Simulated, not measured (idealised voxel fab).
Presented below is a process module, voxel ribs on slabs.
We display cut, a cross-section 260 nm in width whose square cells are each 5 nm.
Notation: cross-section as square-cell grid; stated in bands, top first, going down; one or more cell rows per band.
Look at the band entry: it leads with the top's height and the bottom's height in nm. Then it lists the materials left to right, with a width in nm for each. The word "everywhere" on a single material says that material fills the band edge to edge. The word "empty" is empty space.
Note: height 0 marks the level under which the wafer is uniformly one material as received. Lowest band unbounded below, written "z 0 and below".
Width "30 to 40": first value at the band's top row of cells, second value at its bottom row, equal change from row to row.
Basically "nothing got changed" means that step didn't change any cell in the cross-section.
"Entrapped void list": empty spaces of 8 cells or more with no open way to the top, each given as width x height at distance, distance from the left edge, all in nm.
Where a step's line continues beyond its settings, the continuation is a remark by the simulator itself on that step.
A step's line can hold "overlay nm"; with a mask on that step, the setting says how far right of the planned place the mask lay, while a negative setting says it lay to the left.
-- So here's the lineup of process steps we planned
1. RECEIVE [material Si]
2. DIRECTIONAL_DEP [material SiO2] [thk nm 25]
3. DIRECTIONAL_DEP [material SiN] [thk nm 20]
4. DIRECTIONAL_DEP [material aC] [thk nm 15]
5. PATTERN [tone cover] [mask id RIB] [material resist] [width nm 25] [thk nm 30] [overlay nm 0]
6. DIRECTIONAL_ETCH [etch materials aC] [depth nm 15]
7. STRIP [etch materials resist]
8. DIRECTIONAL_ETCH [etch materials SiN] [depth nm 15]
9. STRIP [etch materials aC]
10. DIRECTIONAL_DEP [material aC] [thk nm 10]
11. PATTERN [tone cover] [mask id SLAB] [material resist] [width nm 75] [thk nm 30] [overlay nm -15]
12. DIRECTIONAL_ETCH [etch materials aC] [depth nm 10]
13. STRIP [etch materials resist]
14. DIRECTIONAL_ETCH [etch materials SiN] [depth nm 5]
15. STRIP [etch materials aC]
16. FILL_DEP [material SiO2] [thk nm 25]
17. CMP [height nm 65]
18. DIRECTIONAL_DEP [material TiN] [thk nm 10]
19. MASKED_ETCH [tone cover] [mask id HEATER] [width nm 35] [etch materials TiN] [depth nm 10] [overlay nm 0]
20. CONFORMAL_DEP [material SiO2] [thk nm 5]
Heads up: all these wafers start the same, and what changes between them is the overlay nm in step 11. The value you see in the plan is just what the first wafer got.
-- Here's the first of the wafers in cross-section, just as we got it, i.e. after step 1
> z 0 and below  Si everywhere
> Entrapped void list: none
-- Cross-section, first of several wafers, end of module, after last step 20
> z 80 to 75  empty: 105 | SiO2: 45 | empty: 110
> z 75 to 70  empty: 105 | SiO2: 5 | TiN: 35 | SiO2: 5 | empty: 110
> z 70 to 65  SiO2: 110 | TiN: 35 | SiO2: 115
> z 65 to 45  SiO2 everywhere
> z 45 to 30  SiO2: 115 | SiN: 25 | SiO2: 120
> z 30 to 25  SiO2: 75 | SiN: 75 | SiO2: 110
> z 25 to 0  SiO2 everywhere
> z 0 and below  Si everywhere
> Entrapped void list: none
-- Last wafer of the set, cross-sectioned at end of module
> z 80 to 75  empty: 105 | SiO2: 45 | empty: 110
> z 75 to 70  empty: 105 | SiO2: 5 | TiN: 35 | SiO2: 5 | empty: 110
> z 70 to 65  SiO2: 110 | TiN: 35 | SiO2: 115
> z 65 to 45  SiO2 everywhere
> z 45 to 30  SiO2: 115 | SiN: 25 | SiO2: 120
> z 30 to 25  SiO2: 105 | SiN: 75 | SiO2: 80
> z 25 to 0  SiO2 everywhere
> z 0 and below  Si everywhere
> Entrapped void list: none
-- Here is how to read the rows: every wafer has a row, and it shows the wafer at the end of the module, giving for each material how many cells were gained (+) or lost (-) since the wafer was received, then listing its closed voids
overlay nm -15, +30 SiN, +702 SiO2, +14 TiN, Entrapped void list: none
overlay nm -10, +30 SiN, +702 SiO2, +14 TiN, Entrapped void list: none
overlay nm -5, +30 SiN, +702 SiO2, +14 TiN, Entrapped void list: none
overlay nm 0, +30 SiN, +702 SiO2, +14 TiN, Entrapped void list: none
overlay nm 5, +30 SiN, +702 SiO2, +14 TiN, Entrapped void list: none
overlay nm 10, +30 SiN, +702 SiO2, +14 TiN, Entrapped void list: none
overlay nm 15, +30 SiN, +702 SiO2, +14 TiN, Entrapped void list: none
